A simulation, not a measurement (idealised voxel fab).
Proc. module: voxel fin reveal
In the cross-section labelled cut, the width is 220 nm and each square cell is 5 nm.
When this document writes out a cross-section, it uses a grid of square cells and lists it as bands, beginning at the top and moving down, with a band standing for one or more rows of cells.
Within each band entry, the heights of the top and of the bottom of the band appear first, in that order and in nm; the materials of the band then follow from left to right, each with its corresponding width in nm. The designation "all across" on a single material indicates that it fills the band from edge to edge; the designation "air" indicates empty space.
Heads up on the height convention: 0 is the point under which the incoming wafer is all one material, and the lowest band has no bottom, it just keeps going down, like "0 and below".
The two numbers in a width such as "30 to 40" mark its ends across the band: the first belongs to the top row of cells, the second to the bottom row, and from each row to the next the width moves by the same amount.
"all unchanged", as given for a step, is the statement that not any cell of the cross-section underwent a change during that step.
In "Enclosed cavity list" the enclosed voids are listed, meaning empty spaces of 8 cells or larger without any opening to the top. The form is width x height at distance, distance from the left edge, units nm.
If you see something after the settings on a step's line, that's the simulator's own remark about that step.
A step line may carry the setting "overlay nm", which, for steps involving a mask, states the distance by which the mask lay to the right of its intended position; negative values denote displacement to the left.

[Listed below are the process steps as planned]
1: RECEIVE, material Si
2: CONFORMAL_DEP, material SiN, thk nm 10
3: MASKED_ETCH, tone cover, mask id FINS, width nm 15, pitch nm 35, etch materials SiN, depth nm 10, overlay nm 0
4: MASKED_ETCH, tone cover, mask id FINS, width nm 15, pitch nm 35, etch materials Si, depth nm 40, overlay nm 0
5: OXIDIZE, depth nm 5
6: FILL_DEP, material SiO2, thk nm 15
7: CMP, height nm 10
8: SELECTIVE_ETCH, etch materials SiO2, depth nm 30
9: STRIP, etch materials SiN

[First of the two wafers, run per plan]

[So this is the incoming wafer in cross-section - it's already been through step 1]
* 0 and below: Si all across
* Enclosed cavity list: none

[Cross-sectional representation of the wafer at the conclusion of step 2]
* 10 down to 0: SiN all across
* Under the height 0 nothing was changed.

[Cross-sectional representation of the wafer at the conclusion of step 3]
* 10 down to 0: air 65, SiN 15, air 20, SiN 15, air 20, SiN 15, air 70
* Under the height 0 nothing was changed.

[Cross-sectional representation of the wafer at the conclusion of step 4]
* 10 down to 0: air 65, SiN 15, air 20, SiN 15, air 20, SiN 15, air 70
* 0 down to -40: air 65, Si 15, air 20, Si 15, air 20, Si 15, air 70
* Under the height -40 nothing was changed.

[Cross-sectional representation of the wafer at the conclusion of step 5]
* 10 down to 0: air 65, SiN 15, air 20, SiN 15, air 20, SiN 15, air 70
* 0 down to -40: air 65, SiO2 5, Si 5, SiO2 5, air 20, SiO2 5, Si 5, SiO2 5, air 20, SiO2 5, Si 5, SiO2 5, air 70
* -40 down to -45: SiO2 70, Si 5, SiO2 30, Si 5, SiO2 30, Si 5, SiO2 75
* Under the height -45 nothing was changed.

[Cross-sectional representation of the wafer at the conclusion of step 6]
* 25 down to 10: SiO2 all across
* 10 down to 0: SiO2 65, SiN 15, SiO2 20, SiN 15, SiO2 20, SiN 15, SiO2 70
* 0 down to -45: SiO2 70, Si 5, SiO2 30, Si 5, SiO2 30, Si 5, SiO2 75
* Under the height -45 nothing was changed.

[Cross-sectional representation of the wafer at the conclusion of step 7]
* 10 down to 0: SiO2 65, SiN 15, SiO2 20, SiN 15, SiO2 20, SiN 15, SiO2 70
* Under the height 0 nothing was changed.

[Cross-sectional representation of the wafer at the conclusion of step 8]
* 10 down to 0: air 65, SiN 15, air 20, SiN 15, air 20, SiN 15, air 70
* 0 down to -20: air 70, Si 5, air 30, Si 5, air 30, Si 5, air 75
* Under the height -20 nothing was changed.

[Cross-sectional representation of the wafer at the conclusion of step 9]
* 0 down to -20: air 70, Si 5, air 30, Si 5, air 30, Si 5, air 75
* Under the height -20 nothing was changed.

[The second wafer began exactly as the first did and followed the same plan, but one mistake was made while running it; through step 7 inclusive, the two wafers are identical]

[Cross-section of the second wafer when, according to plan, step 8 should have finished]
* 10 down to 0: SiO2 65, air 15, SiO2 20, air 15, SiO2 20, air 15, SiO2 70
* Under the height 0 nothing was changed.

[Cross-section of the second wafer when, according to plan, step 9 should have finished]
* 0 down to -20: air 70, Si 5, air 30, Si 5, air 30, Si 5, air 75
* -20 down to -30: SiO2 35, air 35, Si 5, air 30, Si 5, air 30, Si 5, air 35, SiO2 40
* Under the height -30 nothing was changed.
Deviation noted in wafer processing: the processing plan was not followed for steps 8 and 9, which were run with their positions exchanged
Once processing is complete, comparing cell counts shows that the second wafer has more or fewer of certain materials than the first: SiO2: 52 fewer
